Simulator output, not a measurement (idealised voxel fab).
Title: Process Module voxel air gaps
Cross-section cut: width 210 nm, square cells of 5 nm.
Reading order for cross-sections: top band down to bottom band. Underlying form: a grid of square cells. Band size: one or more rows of cells. For a band, the entry starts with two heights in nm, that of the top and then that of the bottom, and carries on with the band's materials in order from left to right, each alongside its width in nm; the word "throughout" beside a single material means it fills the band edge to edge, and "air" means empty space. Note: height 0 marks the level under which the wafer is uniformly one material as received. Lowest band unbounded below, written "top 0, no bottom". A width given as "30->40" starts at the first number in the band's top row and ends at the second number in its bottom row, shifting by an equal amount at every step from row to row. What does "no alterations made" mean for a step? It means no cell of the cross-section changed in that step. If an empty space has no open way to the top and is at least 8 cells in size, "Sealed internal cavities" lists it, written width x height at distance, where distance is measured from the left edge and every value is in nm. On a step's line, text after the settings is the simulator commenting on that step. overlay nm: where the mask lay relative to plan, measured to the right, on steps with a mask; negatives go left.
# Below is the list of planned process steps
1. op RECEIVE | material Si
2. op CONFORMAL_DEP | material SiO2 | thk nm 10
3. op CONFORMAL_DEP | material SiN | thk nm 5
4. op DIRECTIONAL_DEP | material SiO2 | thk nm 30
5. op PATTERN | tone open | mask id LINES | material resist | width nm 20 | pitch nm 45 | thk nm 20 | overlay nm 0
6. op DIRECTIONAL_ETCH | etch materials SiO2 | depth nm 30
7. op STRIP | etch materials resist
8. op CONFORMAL_DEP | material TiN | thk nm 5
9. op FILL_DEP | material Cu | thk nm 10
10. op CMP | height nm 45
11. op EPI | material Ru | thk nm 10
12. op SELECTIVE_ETCH | etch materials SiO2 | depth nm 40
13. op CONFORMAL_DEP | material SiCN | thk nm 5
# Account of the first of two wafers, which was processed as intended
# As-received wafer cross-section (after step 1)
- top 0, no bottom: Si throughout
- Sealed internal cavities: none
# How the wafer stands in section after step 2
- top 10, bottom 0: SiO2 throughout
- Note: structure below 0 unchanged.
# How the wafer stands in section after step 3
- top 15, bottom 10: SiN throughout
- Note: structure below 10 unchanged.
# How the wafer stands in section after step 4
- top 45, bottom 15: SiO2 throughout
- Note: structure below 15 unchanged.
# How the wafer stands in section after step 5
- top 65, bottom 45: resist 25  air 20  resist 25  air 20  resist 25  air 20  resist 25  air 20  resist 30
- Note: structure below 45 unchanged.
# How the wafer stands in section after step 6
- top 65, bottom 45: resist 25  air 20  resist 25  air 20  resist 25  air 20  resist 25  air 20  resist 30
- top 45, bottom 15: SiO2 25  air 20  SiO2 25  air 20  SiO2 25  air 20  SiO2 25  air 20  SiO2 30
- Note: structure below 15 unchanged.
# How the wafer stands in section after step 7
- top 45, bottom 15: SiO2 25  air 20  SiO2 25  air 20  SiO2 25  air 20  SiO2 25  air 20  SiO2 30
- Note: structure below 15 unchanged.
# How the wafer stands in section after step 8
- top 50, bottom 45: TiN 30  air 10  TiN 35  air 10  TiN 35  air 10  TiN 35  air 10  TiN 35
- top 45, bottom 20: SiO2 25  TiN 5  air 10  TiN 5  SiO2 25  TiN 5  air 10  TiN 5  SiO2 25  TiN 5  air 10  TiN 5  SiO2 25  TiN 5  air 10  TiN 5  SiO2 30
- top 20, bottom 15: SiO2 25  TiN 20  SiO2 25  TiN 20  SiO2 25  TiN 20  SiO2 25  TiN 20  SiO2 30
- Note: structure below 15 unchanged.
# How the wafer stands in section after step 9
- top 60, bottom 50: Cu throughout
- top 50, bottom 45: TiN 30  Cu 10  TiN 35  Cu 10  TiN 35  Cu 10  TiN 35  Cu 10  TiN 35
- top 45, bottom 20: SiO2 25  TiN 5  Cu 10  TiN 5  SiO2 25  TiN 5  Cu 10  TiN 5  SiO2 25  TiN 5  Cu 10  TiN 5  SiO2 25  TiN 5  Cu 10  TiN 5  SiO2 30
- Note: structure below 20 unchanged.
# How the wafer stands in section after step 10
- top 45, bottom 20: SiO2 25  TiN 5  Cu 10  TiN 5  SiO2 25  TiN 5  Cu 10  TiN 5  SiO2 25  TiN 5  Cu 10  TiN 5  SiO2 25  TiN 5  Cu 10  TiN 5  SiO2 30
- Note: structure below 20 unchanged.
# How the wafer stands in section after step 11
- top 55, bottom 45: air 15  Ru 40  air 5  Ru 40  air 5  Ru 40  air 5  Ru 40  air 20
- Note: structure below 45 unchanged.
# How the wafer stands in section after step 12
- top 55, bottom 45: air 15  Ru 40  air 5  Ru 40  air 5  Ru 40  air 5  Ru 40  air 20
- top 45, bottom 20: air 25  TiN 5  Cu 10  TiN 5  air 25  TiN 5  Cu 10  TiN 5  air 25  TiN 5  Cu 10  TiN 5  air 25  TiN 5  Cu 10  TiN 5  air 30
- top 20, bottom 15: air 25  TiN 20  air 25  TiN 20  air 25  TiN 20  air 25  TiN 20  air 30
- Note: structure below 15 unchanged.
# How the wafer stands in section after step 13
- top 60, bottom 55: air 10  SiCN 185  air 15
- top 55, bottom 45: air 10  SiCN 5  Ru 40  SiCN 5  Ru 40  SiCN 5  Ru 40  SiCN 5  Ru 40  SiCN 5  air 15
- top 45, bottom 40: air 10  SiCN 15  TiN 5  Cu 10  TiN 5  SiCN 25  TiN 5  Cu 10  TiN 5  SiCN 25  TiN 5  Cu 10  TiN 5  SiCN 25  TiN 5  Cu 10  TiN 5  SiCN 15  air 15
- top 40, bottom 20: air 20  SiCN 5  TiN 5  Cu 10  TiN 5  SiCN 5  air 15  SiCN 5  TiN 5  Cu 10  TiN 5  SiCN 5  air 15  SiCN 5  TiN 5  Cu 10  TiN 5  SiCN 5  air 15  SiCN 5  TiN 5  Cu 10  TiN 5  SiCN 5  air 25
- top 20, bottom 15: SiCN 25  TiN 20  SiCN 25  TiN 20  SiCN 25  TiN 20  SiCN 25  TiN 20  SiCN 30
- Note: structure below 15 unchanged.
- Sealed internal cavities: 15 x 20 at 50; 15 x 20 at 95; 15 x 20 at 140
# Wafer two of two - same starting point, same process plan, one mistake in execution; matches wafer one up to and including step 2
# Second wafer cross-section, taken as of the time the plan sets for step 3 to be done
- top 40, bottom 0: SiO2 throughout
- Note: structure below 0 unchanged.
# Second wafer cross-section, taken as of the time the plan sets for step 4 to be done
- top 45, bottom 40: SiN throughout
- Note: structure below 40 unchanged.
# Second wafer cross-section, taken as of the time the plan sets for step 5 to be done
- top 65, bottom 45: resist 25  air 20  resist 25  air 20  resist 25  air 20  resist 25  air 20  resist 30
- Note: structure below 45 unchanged.
Second wafer cross-section, taken as of the time the plan sets for step 6 to be done: no alterations made
# Second wafer cross-section, taken as of the time the plan sets for step 7 to be done
- top 45, bottom 40: SiN throughout
- Note: structure below 40 unchanged.
# Second wafer cross-section, taken as of the time the plan sets for step 8 to be done
- top 50, bottom 45: TiN throughout
- Note: structure below 45 unchanged.
# Second wafer cross-section, taken as of the time the plan sets for step 9 to be done
- top 60, bottom 50: Cu throughout
- Note: structure below 50 unchanged.
# Second wafer cross-section, taken as of the time the plan sets for step 10 to be done
- top 45, bottom 40: SiN throughout
- Note: structure below 40 unchanged.
Second wafer cross-section, taken as of the time the plan sets for step 11 to be done: no alterations made
Second wafer cross-section, taken as of the time the plan sets for step 12 to be done: no alterations made
# Second wafer cross-section, taken as of the time the plan sets for step 13 to be done
- top 50, bottom 45: SiCN throughout
- Note: structure below 45 unchanged.
what went wrong: order of steps 3 and 4 inverted relative to the plan
End of process, cell counts, second wafer against first, materials with more or fewer: Cu -40, Ru -64, SiCN -84, SiO2 +252, TiN -56
Final closed voids: first wafer 3, second wafer 0.
